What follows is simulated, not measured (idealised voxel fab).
Proc. module: voxel wiring stack
The figure presents cross-section cut, which has a width of 230 nm and is divided into square cells with an edge length of 5 nm.
Just so we're on the same page, the cross-sections are grids of square cells, and they're listed out in bands top to bottom, each band one or more rows deep. Read a band's entry like this: the first values are the height of its top and the height of its bottom in nm, and what follows is the sequence of materials from left to right, each with its width in nm. Note that "empty" is empty space, and that a single material marked "throughout" reaches across the band from edge to edge. Heights from 0 (as-received wafer is one material below). Bottom band endless downward, as "0..down". Quick explanation for "30..40": the width changes in equal steps down the rows of cells, from the first number in the band's top row to the second number in its bottom row. No cell of the cross-section changed in a step that is given as "remained the same". This entry, "Tabulated closed voids", enumerates those empty regions of no fewer than 8 cells that possess no open connection to the top. Each region is reported in the form width x height at distance, the distance being taken from the left edge, with all three quantities expressed in nm. Text after the settings on a step's line: the simulator's own remark on that step. overlay nm: step with mask; distance mask lay right of planned place; negative value = left of planned place.
## Process steps - plan
- 1: RECEIVE, material Si
- 2: CONFORMAL_DEP, material SiO2, thk nm 15
- 3: CONFORMAL_DEP, material SiN, thk nm 5
- 4: DIRECTIONAL_DEP, material SiO2, thk nm 20
- 5: DIRECTIONAL_DEP, material aC, thk nm 10
- 6: PATTERN, tone open, mask id METAL_1, material resist, width nm 20, pitch nm 50, thk nm 25, overlay nm 0
- 7: DIRECTIONAL_ETCH, etch materials aC, depth nm 10
- 8: STRIP, etch materials resist
- 9: DIRECTIONAL_ETCH, etch materials SiO2, depth nm 20
- 10: DIRECTIONAL_ETCH, etch materials SiN, depth nm 5
- 11: STRIP, etch materials aC
- 12: CONFORMAL_DEP, material TiN, thk nm 5
- 13: FILL_DEP, material W, thk nm 10
- 14: CMP, height nm 40
- 15: EPI, material Ru, thk nm 5
- 16: FILL_DEP, material SiCN, thk nm 5
- 17: DIRECTIONAL_DEP, material lowk, thk nm 30
- 18: MASKED_ETCH, tone open, mask id METAL_2_HOLES, width nm 15, pitch nm 50, etch materials lowk, depth nm 30, overlay nm 0
- 19: MASKED_ETCH, tone open, mask id METAL_2, width nm 20, pitch nm 50, etch materials lowk, depth nm 15, overlay nm 0
- 20: MASKED_ETCH, tone open, mask id METAL_2, width nm 20, pitch nm 50, etch materials SiCN, depth nm 5, overlay nm 0
- 21: CONFORMAL_DEP, material TiN, thk nm 5
- 22: FILL_DEP, material Cu, thk nm 5
- 23: CMP, height nm 80
- 24: CONFORMAL_DEP, material SiCN, thk nm 5
- 25: DIRECTIONAL_DEP, material lowk, thk nm 25
- 26: PATTERN, tone open, mask id METAL_3, material resist, width nm 20, pitch nm 50, thk nm 20, overlay nm 0
- 27: DIRECTIONAL_ETCH, etch materials lowk, depth nm 15
- 28: STRIP, etch materials resist
- 29: PATTERN, tone open, mask id METAL_3_HOLES, material resist, width nm 15, pitch nm 50, thk nm 20, overlay nm 0
- 30: DIRECTIONAL_ETCH, etch materials lowk, depth nm 10
- 31: DIRECTIONAL_ETCH, etch materials SiCN, depth nm 5
- 32: STRIP, etch materials resist
- 33: CONFORMAL_DEP, material TiN, thk nm 5
- 34: FILL_DEP, material Ru, thk nm 10
- 35: CMP, height nm 110
- 36: CONFORMAL_DEP, material SiN, thk nm 5
## The following pertains to the first of two wafers, which was processed as planned
## Wafer as received: cross-section following step 1
* 0..down: Si throughout
* Tabulated closed voids: none
## Wafer after step 2 (cross-section)
* 15..0: SiO2 throughout
* For the remainder of the cross-section, below 0, there is no change.
## Wafer after step 3 (cross-section)
* 20..15: SiN throughout
* For the remainder of the cross-section, below 15, there is no change.
## Wafer after step 4 (cross-section)
* 40..20: SiO2 throughout
* For the remainder of the cross-section, below 20, there is no change.
## Wafer after step 5 (cross-section)
* 50..40: aC throughout
* For the remainder of the cross-section, below 40, there is no change.
## Wafer after step 6 (cross-section)
* 75..50: 80 nm resist, 20 nm empty, 30 nm resist, 20 nm empty, 80 nm resist
* For the remainder of the cross-section, below 50, there is no change.
## Wafer after step 7 (cross-section)
* 65..50: 80 nm resist, 20 nm empty, 30 nm resist, 20 nm empty, 80 nm resist
* 50..40: 80 nm aC, 20 nm empty, 30 nm aC, 20 nm empty, 80 nm aC
* For the remainder of the cross-section, below 40, there is no change.
## Wafer after step 8 (cross-section)
* 50..40: 80 nm aC, 20 nm empty, 30 nm aC, 20 nm empty, 80 nm aC
* For the remainder of the cross-section, below 40, there is no change.
## Wafer after step 9 (cross-section)
* 50..40: 80 nm aC, 20 nm empty, 30 nm aC, 20 nm empty, 80 nm aC
* 40..20: 80 nm SiO2, 20 nm empty, 30 nm SiO2, 20 nm empty, 80 nm SiO2
* For the remainder of the cross-section, below 20, there is no change.
## Wafer after step 10 (cross-section)
* 50..40: 80 nm aC, 20 nm empty, 30 nm aC, 20 nm empty, 80 nm aC
* 40..20: 80 nm SiO2, 20 nm empty, 30 nm SiO2, 20 nm empty, 80 nm SiO2
* 20..15: 80 nm SiN, 20 nm empty, 30 nm SiN, 20 nm empty, 80 nm SiN
* For the remainder of the cross-section, below 15, there is no change.
## Wafer after step 11 (cross-section)
* 40..20: 80 nm SiO2, 20 nm empty, 30 nm SiO2, 20 nm empty, 80 nm SiO2
* For the remainder of the cross-section, below 20, there is no change.
## Wafer after step 12 (cross-section)
* 45..40: 85 nm TiN, 10 nm empty, 40 nm TiN, 10 nm empty, 85 nm TiN
* 40..20: 80 nm SiO2, 5 nm TiN, 10 nm empty, 5 nm TiN, 30 nm SiO2, 5 nm TiN, 10 nm empty, 5 nm TiN, 80 nm SiO2
* 20..15: 80 nm SiN, 20 nm TiN, 30 nm SiN, 20 nm TiN, 80 nm SiN
* For the remainder of the cross-section, below 15, there is no change.
## Wafer after step 13 (cross-section)
* 55..45: W throughout
* 45..40: 85 nm TiN, 10 nm W, 40 nm TiN, 10 nm W, 85 nm TiN
* 40..20: 80 nm SiO2, 5 nm TiN, 10 nm W, 5 nm TiN, 30 nm SiO2, 5 nm TiN, 10 nm W, 5 nm TiN, 80 nm SiO2
* For the remainder of the cross-section, below 20, there is no change.
## Wafer after step 14 (cross-section)
* 40..20: 80 nm SiO2, 5 nm TiN, 10 nm W, 5 nm TiN, 30 nm SiO2, 5 nm TiN, 10 nm W, 5 nm TiN, 80 nm SiO2
* For the remainder of the cross-section, below 20, there is no change.
## Wafer after step 15 (cross-section)
* 45..40: 75 nm empty, 30 nm Ru, 20 nm empty, 30 nm Ru, 75 nm empty
* For the remainder of the cross-section, below 40, there is no change.
## Wafer after step 16 (cross-section)
* 50..45: SiCN throughout
* 45..40: 75 nm SiCN, 30 nm Ru, 20 nm SiCN, 30 nm Ru, 75 nm SiCN
* For the remainder of the cross-section, below 40, there is no change.
## Wafer after step 17 (cross-section)
* 80..50: lowk throughout
* For the remainder of the cross-section, below 50, there is no change.
## Wafer after step 18 (cross-section)
* 80..50: 80 nm lowk, 15 nm empty, 35 nm lowk, 15 nm empty, 85 nm lowk
* For the remainder of the cross-section, below 50, there is no change.
## Wafer after step 19 (cross-section)
* 80..65: 80 nm lowk, 20 nm empty, 30 nm lowk, 20 nm empty, 80 nm lowk
* For the remainder of the cross-section, below 65, there is no change.
## Wafer after step 20 (cross-section)
* 80..65: 80 nm lowk, 20 nm empty, 30 nm lowk, 20 nm empty, 80 nm lowk
* 65..50: 80 nm lowk, 15 nm empty, 35 nm lowk, 15 nm empty, 85 nm lowk
* 50..45: 80 nm SiCN, 15 nm empty, 35 nm SiCN, 15 nm empty, 85 nm SiCN
* For the remainder of the cross-section, below 45, there is no change.
## Wafer after step 21 (cross-section)
* 85..80: 85 nm TiN, 10 nm empty, 40 nm TiN, 10 nm empty, 85 nm TiN
* 80..70: 80 nm lowk, 5 nm TiN, 10 nm empty, 5 nm TiN, 30 nm lowk, 5 nm TiN, 10 nm empty, 5 nm TiN, 80 nm lowk
* 70..65: 80 nm lowk, 5 nm TiN, 5 nm empty, 10 nm TiN, 30 nm lowk, 5 nm TiN, 5 nm empty, 10 nm TiN, 80 nm lowk
* 65..50: 80 nm lowk, 5 nm TiN, 5 nm empty, 5 nm TiN, 35 nm lowk, 5 nm TiN, 5 nm empty, 5 nm TiN, 85 nm lowk
* 50..45: 80 nm SiCN, 15 nm TiN, 35 nm SiCN, 15 nm TiN, 85 nm SiCN
* For the remainder of the cross-section, below 45, there is no change.
## Wafer after step 22 (cross-section)
* 90..85: Cu throughout
* 85..80: 85 nm TiN, 10 nm Cu, 40 nm TiN, 10 nm Cu, 85 nm TiN
* 80..70: 80 nm lowk, 5 nm TiN, 10 nm Cu, 5 nm TiN, 30 nm lowk, 5 nm TiN, 10 nm Cu, 5 nm TiN, 80 nm lowk
* 70..65: 80 nm lowk, 5 nm TiN, 5 nm Cu, 10 nm TiN, 30 nm lowk, 5 nm TiN, 5 nm Cu, 10 nm TiN, 80 nm lowk
* 65..50: 80 nm lowk, 5 nm TiN, 5 nm Cu, 5 nm TiN, 35 nm lowk, 5 nm TiN, 5 nm Cu, 5 nm TiN, 85 nm lowk
* For the remainder of the cross-section, below 50, there is no change.
## Wafer after step 23 (cross-section)
* 80..70: 80 nm lowk, 5 nm TiN, 10 nm Cu, 5 nm TiN, 30 nm lowk, 5 nm TiN, 10 nm Cu, 5 nm TiN, 80 nm lowk
* For the remainder of the cross-section, below 70, there is no change.
## Wafer after step 24 (cross-section)
* 85..80: SiCN throughout
* For the remainder of the cross-section, below 80, there is no change.
## Wafer after step 25 (cross-section)
* 110..85: lowk throughout
* For the remainder of the cross-section, below 85, there is no change.
## Wafer after step 26 (cross-section)
* 130..110: 80 nm resist, 20 nm empty, 30 nm resist, 20 nm empty, 80 nm resist
* For the remainder of the cross-section, below 110, there is no change.
## Wafer after step 27 (cross-section)
* 130..110: 80 nm resist, 20 nm empty, 30 nm resist, 20 nm empty, 80 nm resist
* 110..95: 80 nm lowk, 20 nm empty, 30 nm lowk, 20 nm empty, 80 nm lowk
* For the remainder of the cross-section, below 95, there is no change.
## Wafer after step 28 (cross-section)
* 110..95: 80 nm lowk, 20 nm empty, 30 nm lowk, 20 nm empty, 80 nm lowk
* For the remainder of the cross-section, below 95, there is no change.
## Wafer after step 29 (cross-section)
* 130..110: 80 nm resist, 15 nm empty, 35 nm resist, 15 nm empty, 85 nm resist
* 110..95: 80 nm lowk, 15 nm empty, 5 nm resist, 30 nm lowk, 15 nm empty, 5 nm resist, 80 nm lowk
* For the remainder of the cross-section, below 95, there is no change.
## Wafer after step 30 (cross-section)
* 130..110: 80 nm resist, 15 nm empty, 35 nm resist, 15 nm empty, 85 nm resist
* 110..95: 80 nm lowk, 15 nm empty, 5 nm resist, 30 nm lowk, 15 nm empty, 5 nm resist, 80 nm lowk
* 95..85: 80 nm lowk, 15 nm empty, 35 nm lowk, 15 nm empty, 85 nm lowk
* For the remainder of the cross-section, below 85, there is no change.
## Wafer after step 31 (cross-section)
* 130..110: 80 nm resist, 15 nm empty, 35 nm resist, 15 nm empty, 85 nm resist
* 110..95: 80 nm lowk, 15 nm empty, 5 nm resist, 30 nm lowk, 15 nm empty, 5 nm resist, 80 nm lowk
* 95..85: 80 nm lowk, 15 nm empty, 35 nm lowk, 15 nm empty, 85 nm lowk
* 85..80: 80 nm SiCN, 15 nm empty, 35 nm SiCN, 15 nm empty, 85 nm SiCN
* For the remainder of the cross-section, below 80, there is no change.
## Wafer after step 32 (cross-section)
* 110..95: 80 nm lowk, 20 nm empty, 30 nm lowk, 20 nm empty, 80 nm lowk
* For the remainder of the cross-section, below 95, there is no change.
## Wafer after step 33 (cross-section)
* 115..110: 85 nm TiN, 10 nm empty, 40 nm TiN, 10 nm empty, 85 nm TiN
* 110..100: 80 nm lowk, 5 nm TiN, 10 nm empty, 5 nm TiN, 30 nm lowk, 5 nm TiN, 10 nm empty, 5 nm TiN, 80 nm lowk
* 100..95: 80 nm lowk, 5 nm TiN, 5 nm empty, 10 nm TiN, 30 nm lowk, 5 nm TiN, 5 nm empty, 10 nm TiN, 80 nm lowk
* 95..85: 80 nm lowk, 5 nm TiN, 5 nm empty, 5 nm TiN, 35 nm lowk, 5 nm TiN, 5 nm empty, 5 nm TiN, 85 nm lowk
* 85..80: 80 nm SiCN, 15 nm TiN, 35 nm SiCN, 15 nm TiN, 85 nm SiCN
* For the remainder of the cross-section, below 80, there is no change.
## Wafer after step 34 (cross-section)
* 125..115: Ru throughout
* 115..110: 85 nm TiN, 10 nm Ru, 40 nm TiN, 10 nm Ru, 85 nm TiN
* 110..100: 80 nm lowk, 5 nm TiN, 10 nm Ru, 5 nm TiN, 30 nm lowk, 5 nm TiN, 10 nm Ru, 5 nm TiN, 80 nm lowk
* 100..95: 80 nm lowk, 5 nm TiN, 5 nm Ru, 10 nm TiN, 30 nm lowk, 5 nm TiN, 5 nm Ru, 10 nm TiN, 80 nm lowk
* 95..85: 80 nm lowk, 5 nm TiN, 5 nm Ru, 5 nm TiN, 35 nm lowk, 5 nm TiN, 5 nm Ru, 5 nm TiN, 85 nm lowk
* For the remainder of the cross-section, below 85, there is no change.
## Wafer after step 35 (cross-section)
* 110..100: 80 nm lowk, 5 nm TiN, 10 nm Ru, 5 nm TiN, 30 nm lowk, 5 nm TiN, 10 nm Ru, 5 nm TiN, 80 nm lowk
* For the remainder of the cross-section, below 100, there is no change.
## Wafer after step 36 (cross-section)
* 115..110: SiN throughout
* For the remainder of the cross-section, below 110, there is no change.
## Here the second wafer is described. Its start and its plan were those of the first wafer. Its run contained one mistake. Up to and including step 1, it did exactly what the first wafer did
## Cross-sectional representation of the second wafer at the time designated in the plan for the completion of step 2
* 10..0: SiO2 throughout
* For the remainder of the cross-section, below 0, there is no change.
## Cross-sectional representation of the second wafer at the time designated in the plan for the completion of step 3
* 15..10: SiN throughout
* For the remainder of the cross-section, below 10, there is no change.
## Cross-sectional representation of the second wafer at the time designated in the plan for the completion of step 4
* 35..15: SiO2 throughout
* For the remainder of the cross-section, below 15, there is no change.
## Cross-sectional representation of the second wafer at the time designated in the plan for the completion of step 5
* 45..35: aC throughout
* For the remainder of the cross-section, below 35, there is no change.
## Cross-sectional representation of the second wafer at the time designated in the plan for the completion of step 6
* 70..45: 80 nm resist, 20 nm empty, 30 nm resist, 20 nm empty, 80 nm resist
* For the remainder of the cross-section, below 45, there is no change.
## Cross-sectional representation of the second wafer at the time designated in the plan for the completion of step 7
* 60..45: 80 nm resist, 20 nm empty, 30 nm resist, 20 nm empty, 80 nm resist
* 45..35: 80 nm aC, 20 nm empty, 30 nm aC, 20 nm empty, 80 nm aC
* For the remainder of the cross-section, below 35, there is no change.
## Cross-sectional representation of the second wafer at the time designated in the plan for the completion of step 8
* 45..35: 80 nm aC, 20 nm empty, 30 nm aC, 20 nm empty, 80 nm aC
* For the remainder of the cross-section, below 35, there is no change.
## Cross-sectional representation of the second wafer at the time designated in the plan for the completion of step 9
* 45..35: 80 nm aC, 20 nm empty, 30 nm aC, 20 nm empty, 80 nm aC
* 35..15: 80 nm SiO2, 20 nm empty, 30 nm SiO2, 20 nm empty, 80 nm SiO2
* For the remainder of the cross-section, below 15, there is no change.
## Cross-sectional representation of the second wafer at the time designated in the plan for the completion of step 10
* 45..35: 80 nm aC, 20 nm empty, 30 nm aC, 20 nm empty, 80 nm aC
* 35..15: 80 nm SiO2, 20 nm empty, 30 nm SiO2, 20 nm empty, 80 nm SiO2
* 15..10: 80 nm SiN, 20 nm empty, 30 nm SiN, 20 nm empty, 80 nm SiN
* For the remainder of the cross-section, below 10, there is no change.
## Cross-sectional representation of the second wafer at the time designated in the plan for the completion of step 11
* 35..15: 80 nm SiO2, 20 nm empty, 30 nm SiO2, 20 nm empty, 80 nm SiO2
* For the remainder of the cross-section, below 15, there is no change.
## Cross-sectional representation of the second wafer at the time designated in the plan for the completion of step 12
* 40..35: 85 nm TiN, 10 nm empty, 40 nm TiN, 10 nm empty, 85 nm TiN
* 35..15: 80 nm SiO2, 5 nm TiN, 10 nm empty, 5 nm TiN, 30 nm SiO2, 5 nm TiN, 10 nm empty, 5 nm TiN, 80 nm SiO2
* 15..10: 80 nm SiN, 20 nm TiN, 30 nm SiN, 20 nm TiN, 80 nm SiN
* For the remainder of the cross-section, below 10, there is no change.
## Cross-sectional representation of the second wafer at the time designated in the plan for the completion of step 13
* 50..40: W throughout
* 40..35: 85 nm TiN, 10 nm W, 40 nm TiN, 10 nm W, 85 nm TiN
* 35..15: 80 nm SiO2, 5 nm TiN, 10 nm W, 5 nm TiN, 30 nm SiO2, 5 nm TiN, 10 nm W, 5 nm TiN, 80 nm SiO2
* For the remainder of the cross-section, below 15, there is no change.
## Cross-sectional representation of the second wafer at the time designated in the plan for the completion of step 14
* 40..35: 85 nm TiN, 10 nm W, 40 nm TiN, 10 nm W, 85 nm TiN
* For the remainder of the cross-section, below 35, there is no change.
## Cross-sectional representation of the second wafer at the time designated in the plan for the completion of step 15
* 45..40: Ru throughout
* For the remainder of the cross-section, below 40, there is no change.
## Cross-sectional representation of the second wafer at the time designated in the plan for the completion of step 16
* 50..45: SiCN throughout
* For the remainder of the cross-section, below 45, there is no change.
## Cross-sectional representation of the second wafer at the time designated in the plan for the completion of step 17
* 80..50: lowk throughout
* For the remainder of the cross-section, below 50, there is no change.
## Cross-sectional representation of the second wafer at the time designated in the plan for the completion of step 18
* 80..50: 80 nm lowk, 15 nm empty, 35 nm lowk, 15 nm empty, 85 nm lowk
* For the remainder of the cross-section, below 50, there is no change.
## Cross-sectional representation of the second wafer at the time designated in the plan for the completion of step 19
* 80..65: 80 nm lowk, 20 nm empty, 30 nm lowk, 20 nm empty, 80 nm lowk
* For the remainder of the cross-section, below 65, there is no change.
## Cross-sectional representation of the second wafer at the time designated in the plan for the completion of step 20
* 80..65: 80 nm lowk, 20 nm empty, 30 nm lowk, 20 nm empty, 80 nm lowk
* 65..50: 80 nm lowk, 15 nm empty, 35 nm lowk, 15 nm empty, 85 nm lowk
* 50..45: 80 nm SiCN, 15 nm empty, 35 nm SiCN, 15 nm empty, 85 nm SiCN
* For the remainder of the cross-section, below 45, there is no change.
## Cross-sectional representation of the second wafer at the time designated in the plan for the completion of step 21
* 85..80: 85 nm TiN, 10 nm empty, 40 nm TiN, 10 nm empty, 85 nm TiN
* 80..70: 80 nm lowk, 5 nm TiN, 10 nm empty, 5 nm TiN, 30 nm lowk, 5 nm TiN, 10 nm empty, 5 nm TiN, 80 nm lowk
* 70..65: 80 nm lowk, 5 nm TiN, 5 nm empty, 10 nm TiN, 30 nm lowk, 5 nm TiN, 5 nm empty, 10 nm TiN, 80 nm lowk
* 65..50: 80 nm lowk, 5 nm TiN, 5 nm empty, 5 nm TiN, 35 nm lowk, 5 nm TiN, 5 nm empty, 5 nm TiN, 85 nm lowk
* 50..45: 80 nm SiCN, 15 nm TiN, 35 nm SiCN, 15 nm TiN, 85 nm SiCN
* For the remainder of the cross-section, below 45, there is no change.
## Cross-sectional representation of the second wafer at the time designated in the plan for the completion of step 22
* 90..85: Cu throughout
* 85..80: 85 nm TiN, 10 nm Cu, 40 nm TiN, 10 nm Cu, 85 nm TiN
* 80..70: 80 nm lowk, 5 nm TiN, 10 nm Cu, 5 nm TiN, 30 nm lowk, 5 nm TiN, 10 nm Cu, 5 nm TiN, 80 nm lowk
* 70..65: 80 nm lowk, 5 nm TiN, 5 nm Cu, 10 nm TiN, 30 nm lowk, 5 nm TiN, 5 nm Cu, 10 nm TiN, 80 nm lowk
* 65..50: 80 nm lowk, 5 nm TiN, 5 nm Cu, 5 nm TiN, 35 nm lowk, 5 nm TiN, 5 nm Cu, 5 nm TiN, 85 nm lowk
* For the remainder of the cross-section, below 50, there is no change.
## Cross-sectional representation of the second wafer at the time designated in the plan for the completion of step 23
* 80..70: 80 nm lowk, 5 nm TiN, 10 nm Cu, 5 nm TiN, 30 nm lowk, 5 nm TiN, 10 nm Cu, 5 nm TiN, 80 nm lowk
* For the remainder of the cross-section, below 70, there is no change.
## Cross-sectional representation of the second wafer at the time designated in the plan for the completion of step 24
* 85..80: SiCN throughout
* For the remainder of the cross-section, below 80, there is no change.
## Cross-sectional representation of the second wafer at the time designated in the plan for the completion of step 25
* 110..85: lowk throughout
* For the remainder of the cross-section, below 85, there is no change.
## Cross-sectional representation of the second wafer at the time designated in the plan for the completion of step 26
* 130..110: 80 nm resist, 20 nm empty, 30 nm resist, 20 nm empty, 80 nm resist
* For the remainder of the cross-section, below 110, there is no change.
## Cross-sectional representation of the second wafer at the time designated in the plan for the completion of step 27
* 130..110: 80 nm resist, 20 nm empty, 30 nm resist, 20 nm empty, 80 nm resist
* 110..95: 80 nm lowk, 20 nm empty, 30 nm lowk, 20 nm empty, 80 nm lowk
* For the remainder of the cross-section, below 95, there is no change.
## Cross-sectional representation of the second wafer at the time designated in the plan for the completion of step 28
* 110..95: 80 nm lowk, 20 nm empty, 30 nm lowk, 20 nm empty, 80 nm lowk
* For the remainder of the cross-section, below 95, there is no change.
## Cross-sectional representation of the second wafer at the time designated in the plan for the completion of step 29
* 130..110: 80 nm resist, 15 nm empty, 35 nm resist, 15 nm empty, 85 nm resist
* 110..95: 80 nm lowk, 15 nm empty, 5 nm resist, 30 nm lowk, 15 nm empty, 5 nm resist, 80 nm lowk
* For the remainder of the cross-section, below 95, there is no change.
## Cross-sectional representation of the second wafer at the time designated in the plan for the completion of step 30
* 130..110: 80 nm resist, 15 nm empty, 35 nm resist, 15 nm empty, 85 nm resist
* 110..95: 80 nm lowk, 15 nm empty, 5 nm resist, 30 nm lowk, 15 nm empty, 5 nm resist, 80 nm lowk
* 95..85: 80 nm lowk, 15 nm empty, 35 nm lowk, 15 nm empty, 85 nm lowk
* For the remainder of the cross-section, below 85, there is no change.
## Cross-sectional representation of the second wafer at the time designated in the plan for the completion of step 31
* 130..110: 80 nm resist, 15 nm empty, 35 nm resist, 15 nm empty, 85 nm resist
* 110..95: 80 nm lowk, 15 nm empty, 5 nm resist, 30 nm lowk, 15 nm empty, 5 nm resist, 80 nm lowk
* 95..85: 80 nm lowk, 15 nm empty, 35 nm lowk, 15 nm empty, 85 nm lowk
* 85..80: 80 nm SiCN, 15 nm empty, 35 nm SiCN, 15 nm empty, 85 nm SiCN
* For the remainder of the cross-section, below 80, there is no change.
## Cross-sectional representation of the second wafer at the time designated in the plan for the completion of step 32
* 110..95: 80 nm lowk, 20 nm empty, 30 nm lowk, 20 nm empty, 80 nm lowk
* For the remainder of the cross-section, below 95, there is no change.
## Cross-sectional representation of the second wafer at the time designated in the plan for the completion of step 33
* 115..110: 85 nm TiN, 10 nm empty, 40 nm TiN, 10 nm empty, 85 nm TiN
* 110..100: 80 nm lowk, 5 nm TiN, 10 nm empty, 5 nm TiN, 30 nm lowk, 5 nm TiN, 10 nm empty, 5 nm TiN, 80 nm lowk
* 100..95: 80 nm lowk, 5 nm TiN, 5 nm empty, 10 nm TiN, 30 nm lowk, 5 nm TiN, 5 nm empty, 10 nm TiN, 80 nm lowk
* 95..85: 80 nm lowk, 5 nm TiN, 5 nm empty, 5 nm TiN, 35 nm lowk, 5 nm TiN, 5 nm empty, 5 nm TiN, 85 nm lowk
* 85..80: 80 nm SiCN, 15 nm TiN, 35 nm SiCN, 15 nm TiN, 85 nm SiCN
* For the remainder of the cross-section, below 80, there is no change.
## Cross-sectional representation of the second wafer at the time designated in the plan for the completion of step 34
* 125..115: Ru throughout
* 115..110: 85 nm TiN, 10 nm Ru, 40 nm TiN, 10 nm Ru, 85 nm TiN
* 110..100: 80 nm lowk, 5 nm TiN, 10 nm Ru, 5 nm TiN, 30 nm lowk, 5 nm TiN, 10 nm Ru, 5 nm TiN, 80 nm lowk
* 100..95: 80 nm lowk, 5 nm TiN, 5 nm Ru, 10 nm TiN, 30 nm lowk, 5 nm TiN, 5 nm Ru, 10 nm TiN, 80 nm lowk
* 95..85: 80 nm lowk, 5 nm TiN, 5 nm Ru, 5 nm TiN, 35 nm lowk, 5 nm TiN, 5 nm Ru, 5 nm TiN, 85 nm lowk
* For the remainder of the cross-section, below 85, there is no change.
## Cross-sectional representation of the second wafer at the time designated in the plan for the completion of step 35
* 110..100: 80 nm lowk, 5 nm TiN, 10 nm Ru, 5 nm TiN, 30 nm lowk, 5 nm TiN, 10 nm Ru, 5 nm TiN, 80 nm lowk
* For the remainder of the cross-section, below 100, there is no change.
## Cross-sectional representation of the second wafer at the time designated in the plan for the completion of step 36
* 115..110: SiN throughout
* For the remainder of the cross-section, below 110, there is no change.
Against the plan, the run slipped here: step 2 ran as: CONFORMAL_DEP, material SiO2, thk nm 10
Upon completion, the second wafer contains, in terms of cells, a greater or smaller amount of certain materials than the first wafer: Ru: 34 more; SiCN: 34 fewer; SiO2: 46 fewer; TiN: 42 more; W: 4 more
